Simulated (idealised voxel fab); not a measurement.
Process module under the name voxel self aligned contacts
For reference, the cross-section in this document is cut, with width 200 nm and square cells of 5 nm.
Cross-section, as written here: a square-cell grid given band by band from the top down, where a band holds one or more rows of cells. Within each band entry, the heights of the top and of the bottom of the band appear first, in that order and in nm; the materials of the band then follow from left to right, each with its corresponding width in nm. The designation "everywhere" on a single material indicates that it fills the band from edge to edge; the designation "air" indicates empty space. It should be noted that heights are counted from 0, beneath which the wafer as supplied is of one material throughout, and that the lowest band possesses no lower boundary but continues downward, as written in "top 0, no bottom". A two-number width, for instance "30->40", indicates that the width is equal to the first number in the top row of the band and to the second number in the bottom row, and that it changes by a constant amount per row of cells. A step reported as "identical to before" is a step in which no cell of the cross-section changed. This entry, "Enclosed empty spaces", enumerates those empty regions of no fewer than 8 cells that possess no open connection to the top. Each region is reported in the form width x height at distance, the distance being taken from the left edge, with all three quantities expressed in nm. Post-settings text on a step line: simulator's own remark regarding the step. What "overlay nm" on a step's line means: if the step has a mask, that mask lay this far to the right of its planned place, or, when the value is negative, to the left.

-- Steps in the process plan
step 1: RECEIVE with material Si
step 2: OXIDIZE with depth nm 5
step 3: DIRECTIONAL_DEP with material polySi, thk nm 20
step 4: DIRECTIONAL_DEP with material SiN, thk nm 25
step 5: DIRECTIONAL_DEP with material aC, thk nm 10
step 6: PATTERN with tone cover, mask id GATE, material resist, width nm 30, pitch nm 65, thk nm 30, overlay nm 0
step 7: DIRECTIONAL_ETCH with etch materials aC, depth nm 10
step 8: STRIP with etch materials resist
step 9: DIRECTIONAL_ETCH with etch materials SiN, depth nm 25
step 10: DIRECTIONAL_ETCH with etch materials polySi, depth nm 20
step 11: STRIP with etch materials aC
step 12: CONFORMAL_DEP with material SiN, thk nm 10
step 13: DIRECTIONAL_ETCH with etch materials SiN, depth nm 10
step 14: FILL_DEP with material SiO2, thk nm 20
step 15: CMP with height nm 55
step 16: MASKED_ETCH with tone open, mask id CONTACT, width nm 45, pitch nm 65, etch materials SiO2, depth nm 60, overlay nm 0
step 17: CONFORMAL_DEP with material TiN, thk nm 5
step 18: FILL_DEP with material Ru, thk nm 10
step 19: CMP with height nm 55
step 20: CONFORMAL_DEP with material SiN, thk nm 5

-- Here's what the wafer looked like in cross-section when it arrived - that's after step 1
- top 0, no bottom | Si everywhere
- Enclosed empty spaces: none

-- first wafer at the end, as planned
- top 60, bottom 55 | SiN everywhere
- top 55, bottom 45 | SiO2: 45; TiN: 5->20; Ru: 35->5; TiN: 5->20; SiO2: 20; TiN: 5->20; Ru: 35->5; TiN: 5->20; SiO2: 45
- top 45, bottom 20 | SiO2: 10; SiN: 50; TiN: 5; Ru: 5; TiN: 5; SiN: 50; TiN: 5; Ru: 5; TiN: 5; SiN: 50; SiO2: 10
- top 20, bottom 0 | SiO2: 10; SiN: 10; polySi: 30; SiN: 10; TiN: 5; Ru: 5; TiN: 5; SiN: 10; polySi: 30; SiN: 10; TiN: 5; Ru: 5; TiN: 5; SiN: 10; polySi: 30; SiN: 10; SiO2: 10
- top 0, bottom -5 | SiO2: 60; TiN: 15; SiO2: 50; TiN: 15; SiO2: 60
- top -5, no bottom | Si everywhere
- Enclosed empty spaces: none

-- Second wafer of the two, sectioned at the end of the module. It began like the first and followed the same plan, but one mistake was made while running it
- top 60, bottom 55 | SiN everywhere
- top 55, bottom 45 | SiO2: 50->65; Ru: 35->5; SiO2: 30->60; Ru: 35->5; SiO2: 50->65
- top 45, bottom 20 | SiO2: 10; SiN: 50; SiO2: 5; Ru: 5; SiO2: 5; SiN: 50; SiO2: 5; Ru: 5; SiO2: 5; SiN: 50; SiO2: 10
- top 20, bottom 0 | SiO2: 10; SiN: 10; polySi: 30; SiN: 10; SiO2: 5; Ru: 5; SiO2: 5; SiN: 10; polySi: 30; SiN: 10; SiO2: 5; Ru: 5; SiO2: 5; SiN: 10; polySi: 30; SiN: 10; SiO2: 10
- top 0, bottom -5 | SiO2 everywhere
- top -5, no bottom | Si everywhere
- Enclosed empty spaces: none
Nonconformance to the process plan: it should be noted that step 17 was executed with settings other than those planned, the operation and settings actually applied being CONFORMAL_DEP with material SiO2, thk nm 5
The second wafer ends with more or fewer cells of some materials than the first, per final count: 62 more of SiO2 | 62 fewer of TiN
